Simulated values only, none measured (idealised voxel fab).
The document below concerns the process module designated voxel capacitor over wiring.
We display cut, a cross-section 215 nm in width whose square cells are each 5 nm.
Format of a cross-section: grid, square cells. Given as bands. Order: top down. Band: one or more rows of cells.
Top height, bottom height, nm. Materials left to right, width each, nm. Single material + "throughout" = fills band edge to edge. "air" = empty.
Height reference: 0 = level under which incoming wafer is all one material. Lowest band: no bottom, runs on downward, e.g. "z 0 and below".
The expression "30..40" gives the width at the extremes of the band, the first number at its top row of cells and the second at its bottom row, with the width changing by equal amounts from each row to the next in between.
Take "identical to before" at face value: in the step it is given for, the cross-section changed in none of its cells.
What "Sealed void inventory" gives you is every empty space of 8 cells or more that is cut off from the top. Each appears as width x height at distance, with the distance taken from the left edge and width, height and distance all in nm.
Post-settings text on a step line: simulator's own remark regarding the step.
overlay nm: mask offset rightward from planned place, masked step; negative means leftward offset.
## The process steps that were planned are listed below
- 1: RECEIVE (material Si)
- 2: CONFORMAL_DEP (material SiO2; thk nm 15)
- 3: CONFORMAL_DEP (material SiCN; thk nm 5)
- 4: DIRECTIONAL_DEP (material SiO2; thk nm 20)
- 5: MASKED_ETCH (tone open; mask id METAL_1; width nm 30; pitch nm 80; etch materials SiO2; depth nm 20; overlay nm 0)
- 6: MASKED_ETCH (tone open; mask id METAL_1; width nm 30; pitch nm 80; etch materials SiCN; depth nm 5; overlay nm 0)
- 7: CONFORMAL_DEP (material TiN; thk nm 5)
- 8: FILL_DEP (material Cu; thk nm 10)
- 9: CMP (height nm 40)
- 10: CONFORMAL_DEP (material SiCN; thk nm 5)
- 11: DIRECTIONAL_DEP (material lowk; thk nm 15)
- 12: MASKED_ETCH (tone open; mask id PLUG_1; width nm 15; etch materials lowk; depth nm 15; overlay nm 0)
- 13: MASKED_ETCH (tone open; mask id PLUG_1; width nm 15; etch materials SiCN; depth nm 5; overlay nm 0)
- 14: CONFORMAL_DEP (material TiN; thk nm 5)
- 15: FILL_DEP (material W; thk nm 10)
- 16: CMP (height nm 60)
- 17: DIRECTIONAL_DEP (material TiN; thk nm 10)
- 18: DIRECTIONAL_DEP (material HfO2; thk nm 5)
- 19: DIRECTIONAL_DEP (material TiN; thk nm 5)
- 20: MASKED_ETCH (tone cover; mask id UPPER_PLATE; width nm 55; etch materials TiN; depth nm 5; overlay nm 0)
- 21: MASKED_ETCH (tone cover; mask id UPPER_PLATE; width nm 55; etch materials HfO2; depth nm 5; overlay nm 0)
- 22: MASKED_ETCH (tone cover; mask id LOWER_PLATE; width nm 65; etch materials TiN; depth nm 10; overlay nm 0)
- 23: FILL_DEP (material SiO2; thk nm 20)
- 24: CMP (height nm 95)
- 25: MASKED_ETCH (tone open; mask id PLUG_2; width nm 15; etch materials SiO2; depth nm 15; overlay nm 0)
- 26: CONFORMAL_DEP (material TiN; thk nm 5)
- 27: FILL_DEP (material Cu; thk nm 10)
- 28: CMP (height nm 95)
- 29: CONFORMAL_DEP (material SiCN; thk nm 5)
## The cross-section here shows the wafer as received, i.e. in its state after step 1
- z 0 and below = Si throughout
- Sealed void inventory: none
## Cross-sectional result after module completion. Note: starting condition and plan are unchanged from above; one processing mistake was made
- z 100 to 95 = SiCN throughout
- z 95 to 85 = SiO2 75 nm | TiN 5 nm | Cu 5 nm | TiN 5 nm | SiO2 125 nm
- z 85 to 80 = SiO2 75 nm | TiN 15 nm | SiO2 125 nm
- z 80 to 75 = SiO2 throughout
- z 75 to 70 = SiO2 65 nm | TiN 55 nm | SiO2 95 nm
- z 70 to 60 = SiO2 60 nm | TiN 65 nm | SiO2 90 nm
- z 60 to 45 = lowk 65 nm | TiN 5 nm | W 5 nm | TiN 5 nm | lowk 135 nm
- z 45 to 40 = SiCN 65 nm | TiN 15 nm | SiCN 135 nm
- z 40 to 20 = SiO2 50 nm | TiN 5 nm | Cu 20 nm | TiN 5 nm | SiO2 50 nm | TiN 5 nm | Cu 20 nm | TiN 5 nm | SiO2 55 nm
- z 20 to 15 = SiCN 50 nm | TiN 30 nm | SiCN 50 nm | TiN 30 nm | SiCN 55 nm
- z 15 to 0 = SiO2 throughout
- z 0 and below = Si throughout
- Sealed void inventory: none
Nonconformance to the process plan: yeah, step 18 of the plan got skipped, never ran
